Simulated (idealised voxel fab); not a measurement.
You're looking at the process module voxel quadruple lines.
We display cut, a cross-section 285 nm in width whose square cells are each 5 nm.
We lay out every cross-section as a grid of square cells and spell it out in bands from the top down, where one band means one or more rows of cells.
Band: top height; bottom height; in nm. Then, left to right: material with width in nm, for each material. "full width": a single material spanning edge to edge. "air": empty space.
Where do heights start? At 0: under that level the wafer as delivered is made of one material only. And the lowest band has no floor; it just carries on downward, as in "from 0 down".
A two-number width, for instance "30..40", indicates that the width is equal to the first number in the top row of the band and to the second number in the bottom row, and that it changes by a constant amount per row of cells.
Basically "changes: none" means that step didn't change any cell in the cross-section.
Reported under the label "Enclosed void entries" are the empty spaces having no open way to the top and comprising 8 cells or more; the notation for each is width x height at distance, in which the distance is measured from the left edge and all three values are in nm.
Where a step's line continues beyond its settings, the continuation is a remark by the simulator itself on that step.
overlay nm: how far to the right of its planned place the mask lay on this masked step (negative: to the left).
# This section lists the process steps that were planned
1 RECEIVE with material Si
2 CONFORMAL_DEP with material SiO2, thk nm 10
3 DIRECTIONAL_DEP with material TiN, thk nm 10
4 DIRECTIONAL_DEP with material polySi, thk nm 15
5 DIRECTIONAL_DEP with material aC, thk nm 25
6 PATTERN with tone cover, mask id MANDREL, material resist, width nm 25, thk nm 35, overlay nm 0
7 DIRECTIONAL_ETCH with etch materials aC, depth nm 25
8 STRIP with etch materials resist
9 CONFORMAL_DEP with material SiO2, thk nm 15
10 DIRECTIONAL_ETCH with etch materials SiO2, depth nm 15
11 STRIP with etch materials aC
12 DIRECTIONAL_ETCH with etch materials polySi, depth nm 15
13 STRIP with etch materials SiO2
14 CONFORMAL_DEP with material SiN, thk nm 5
15 DIRECTIONAL_ETCH with etch materials SiN, depth nm 5
16 STRIP with etch materials polySi
17 DIRECTIONAL_ETCH with etch materials TiN, depth nm 10
18 STRIP with etch materials SiN
# Cross-section of the wafer at receipt, which is the condition after step 1
    from 0 down = Si full width
    Enclosed void entries: none
# This is how the wafer looks in cross-section once the module is done, given the starting state and plan above and one mistake in carrying the plan out
    from 20 to 10 = air 115 nm | TiN 5 nm | air 15 nm | TiN 5 nm | air 5 nm | TiN 5 nm | air 15 nm | TiN 5 nm | air 115 nm
    from 10 to 0 = SiO2 full width
    from 0 down = Si full width
    Enclosed void entries: none
What was the processing mistake? in deviation from the planned setting, step 6 was conducted as PATTERN with tone cover, mask id MANDREL, material resist, width nm 15, thk nm 35, overlay nm 0
